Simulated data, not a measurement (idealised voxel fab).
The process module that follows is named voxel wiring stack.
Square cells of 5 nm make up the cross-section cut, whose width is 280 nm.
We lay out every cross-section as a grid of square cells and spell it out in bands from the top down, where one band means one or more rows of cells. The band entry comprises the height of the band's top followed by the height of its bottom, expressed in nm, and subsequently the band's materials from left to right, each stated together with its width in nm. Where a single material is marked with the word "all across", that material fills the band from edge to edge. The word "blank" represents empty space. Height 0 is the level under which the wafer as received is all one material. The lowest band goes on downwards, as in "0 and below". Per-row width for "30 to 40": begins at first number (top row of band), ends at second number (bottom row), increment between rows held constant. Any step labelled "left unchanged" changed none of the cells in the cross-section. In the "Closed void entries" entry, you get each enclosed empty space of 8 cells or more, one with no open way to the top, written width x height at distance, distance from the left edge, in nm. What comes after the settings on a step's line is commentary from the simulator itself on that step. overlay nm: step with mask; distance mask lay right of planned place; negative value = left of planned place.
### Below is the list of planned process steps
1,RECEIVE (material Si)
2,CONFORMAL_DEP (material SiO2; thk nm 10)
3,DIRECTIONAL_DEP (material TiN; thk nm 5)
4,DIRECTIONAL_DEP (material W; thk nm 15)
5,MASKED_ETCH (tone cover; mask id METAL_1; width nm 25; pitch nm 40; etch materials W; depth nm 15; overlay nm 0)
6,MASKED_ETCH (tone cover; mask id METAL_1; width nm 25; pitch nm 40; etch materials TiN; depth nm 5; overlay nm 0)
7,CONFORMAL_DEP (material SiCN; thk nm 5)
8,FILL_DEP (material SiO2; thk nm 5)
9,CMP (height nm 30)
10,CONFORMAL_DEP (material SiCN; thk nm 5)
11,DIRECTIONAL_DEP (material SiO2; thk nm 20)
12,DIRECTIONAL_DEP (material aC; thk nm 15)
13,PATTERN (tone open; mask id PLUG_1; material resist; width nm 15; pitch nm 40; thk nm 35; overlay nm 0)
14,DIRECTIONAL_ETCH (etch materials aC; depth nm 15)
15,STRIP (etch materials resist)
16,DIRECTIONAL_ETCH (etch materials SiO2; depth nm 20)
17,DIRECTIONAL_ETCH (etch materials SiCN; depth nm 5)
18,STRIP (etch materials aC)
19,CONFORMAL_DEP (material TiN; thk nm 5)
20,FILL_DEP (material Cu; thk nm 5)
21,CMP (height nm 55)
22,DIRECTIONAL_DEP (material TiN; thk nm 5)
23,DIRECTIONAL_DEP (material W; thk nm 15)
24,DIRECTIONAL_DEP (material aC; thk nm 15)
25,PATTERN (tone cover; mask id METAL_2; material resist; width nm 25; pitch nm 40; thk nm 35; overlay nm 0)
26,DIRECTIONAL_ETCH (etch materials aC; depth nm 15)
27,STRIP (etch materials resist)
28,DIRECTIONAL_ETCH (etch materials W; depth nm 15)
29,DIRECTIONAL_ETCH (etch materials TiN; depth nm 5)
30,STRIP (etch materials aC)
31,CONFORMAL_DEP (material SiN; thk nm 5)
32,FILL_DEP (material SiO2; thk nm 5)
33,CMP (height nm 75)
34,CONFORMAL_DEP (material SiCN; thk nm 5)
35,DIRECTIONAL_DEP (material lowk; thk nm 30)
36,MASKED_ETCH (tone open; mask id METAL_3; width nm 25; pitch nm 40; etch materials lowk; depth nm 20; overlay nm 0)
37,DIRECTIONAL_DEP (material aC; thk nm 15)
38,PATTERN (tone open; mask id METAL_3_HOLES; material resist; width nm 15; pitch nm 40; thk nm 35; overlay nm 0)
39,DIRECTIONAL_ETCH (etch materials aC; depth nm 15)
40,STRIP (etch materials resist)
41,DIRECTIONAL_ETCH (etch materials lowk; depth nm 10)
42,DIRECTIONAL_ETCH (etch materials SiCN; depth nm 5)
43,STRIP (etch materials aC)
44,CONFORMAL_DEP (material TiN; thk nm 5)
45,FILL_DEP (material Cu; thk nm 10)
46,CMP (height nm 110)
47,CONFORMAL_DEP (material SiCN; thk nm 5)
48,DIRECTIONAL_DEP (material SiO2; thk nm 15)
49,DIRECTIONAL_DEP (material aC; thk nm 15)
50,PATTERN (tone open; mask id PLUG_3; material resist; width nm 15; thk nm 30; overlay nm 0)
51,DIRECTIONAL_ETCH (etch materials aC; depth nm 15)
52,STRIP (etch materials resist)
53,DIRECTIONAL_ETCH (etch materials SiO2; depth nm 15)
54,DIRECTIONAL_ETCH (etch materials SiCN; depth nm 5)
55,STRIP (etch materials aC)
56,CONFORMAL_DEP (material TiN; thk nm 5)
57,FILL_DEP (material Ru; thk nm 5)
58,CMP (height nm 130)
59,DIRECTIONAL_DEP (material TiN; thk nm 5)
60,DIRECTIONAL_DEP (material Ru; thk nm 25)
61,DIRECTIONAL_DEP (material aC; thk nm 10)
62,PATTERN (tone cover; mask id METAL_4; material resist; width nm 25; pitch nm 40; thk nm 25; overlay nm 0)
63,DIRECTIONAL_ETCH (etch materials aC; depth nm 10)
64,STRIP (etch materials resist)
65,DIRECTIONAL_ETCH (etch materials Ru; depth nm 25)
66,DIRECTIONAL_ETCH (etch materials TiN; depth nm 5)
67,STRIP (etch materials aC)
68,CONFORMAL_DEP (material SiN; thk nm 5)
69,FILL_DEP (material lowk; thk nm 10)
70,CMP (height nm 160)
71,CONFORMAL_DEP (material SiCN; thk nm 5)
### Cross-section: wafer on arrival = after step 1
	0 and below  Si all across
	Closed void entries: none
### First of two wafers: cross-section at end of module, run per plan
	165 down to 160  SiCN all across
	160 down to 135  lowk (100) | SiN (5) | Ru (25) | SiN (5) | lowk (5) | SiN (5) | Ru (25) | SiN (5) | lowk (105)
	135 down to 130  SiN (105) | TiN (25) | SiN (15) | TiN (25) | SiN (110)
	130 down to 115  SiO2 (105) | TiN (5) | Ru (5) | TiN (5) | SiO2 (160)
	115 down to 110  SiCN (105) | TiN (15) | SiCN (160)
	110 down to 95  lowk (105) | TiN (5) | Cu (15) | TiN (5) | lowk (15) | TiN (5) | Cu (15) | TiN (5) | lowk (110)
	95 down to 90  lowk (105) | TiN (5) | Cu (5) | TiN (15) | lowk (15) | TiN (5) | Cu (5) | TiN (15) | lowk (110)
	90 down to 80  lowk (105) | TiN (5) | Cu (5) | TiN (5) | lowk (25) | TiN (5) | Cu (5) | TiN (5) | lowk (120)
	80 down to 75  SiCN (105) | TiN (15) | SiCN (25) | TiN (15) | SiCN (120)
	75 down to 60  SiO2 (100) | SiN (5) | W (25) | SiN (5) | SiO2 (5) | SiN (5) | W (25) | SiN (5) | SiO2 (105)
	60 down to 55  SiN (105) | TiN (25) | SiN (15) | TiN (25) | SiN (110)
	55 down to 35  SiO2 (105) | TiN (5) | Cu (5) | TiN (5) | SiO2 (25) | TiN (5) | Cu (5) | TiN (5) | SiO2 (120)
	35 down to 30  SiCN (105) | TiN (15) | SiCN (25) | TiN (15) | SiCN (120)
	30 down to 15  SiO2 (100) | SiCN (5) | W (25) | SiCN (5) | SiO2 (5) | SiCN (5) | W (25) | SiCN (5) | SiO2 (105)
	15 down to 10  SiCN (105) | TiN (25) | SiCN (15) | TiN (25) | SiCN (110)
	10 down to 0  SiO2 all across
	0 and below  Si all across
	Closed void entries: none
### Cross-section at end of module for the second wafer of two, which matched the first in starting point and plan and differed by one mistake in its processing
	165 down to 160  SiCN all across
	160 down to 135  lowk (100) | SiN (5) | Ru (25) | SiN (5) | lowk (5) | SiN (5) | Ru (25) | SiN (5) | lowk (105)
	135 down to 130  SiN (105) | TiN (25) | SiN (15) | TiN (25) | SiN (110)
	130 down to 115  SiO2 (105) | TiN (5) | Ru (5) | TiN (5) | SiO2 (160)
	115 down to 110  SiCN (105) | TiN (15) | SiCN (160)
	110 down to 80  lowk all across
	80 down to 75  SiCN all across
	75 down to 60  SiO2 (100) | SiN (5) | W (25) | SiN (5) | SiO2 (5) | SiN (5) | W (25) | SiN (5) | SiO2 (105)
	60 down to 55  SiN (105) | TiN (25) | SiN (15) | TiN (25) | SiN (110)
	55 down to 35  SiO2 (105) | TiN (5) | Cu (5) | TiN (5) | SiO2 (25) | TiN (5) | Cu (5) | TiN (5) | SiO2 (120)
	35 down to 30  SiCN (105) | TiN (15) | SiCN (25) | TiN (15) | SiCN (120)
	30 down to 15  SiO2 (100) | SiCN (5) | W (25) | SiCN (5) | SiO2 (5) | SiCN (5) | W (25) | SiCN (5) | SiO2 (105)
	15 down to 10  SiCN (105) | TiN (25) | SiCN (15) | TiN (25) | SiCN (110)
	10 down to 0  SiO2 all across
	0 and below  Si all across
	Closed void entries: none
Where did the run depart from the plan? step 35 of the plan was executed twice over
Count the cells at the end and the second wafer has more or fewer of some materials than the first: 24 fewer of Cu | 6 more of SiCN | 34 fewer of TiN | 52 more of lowk
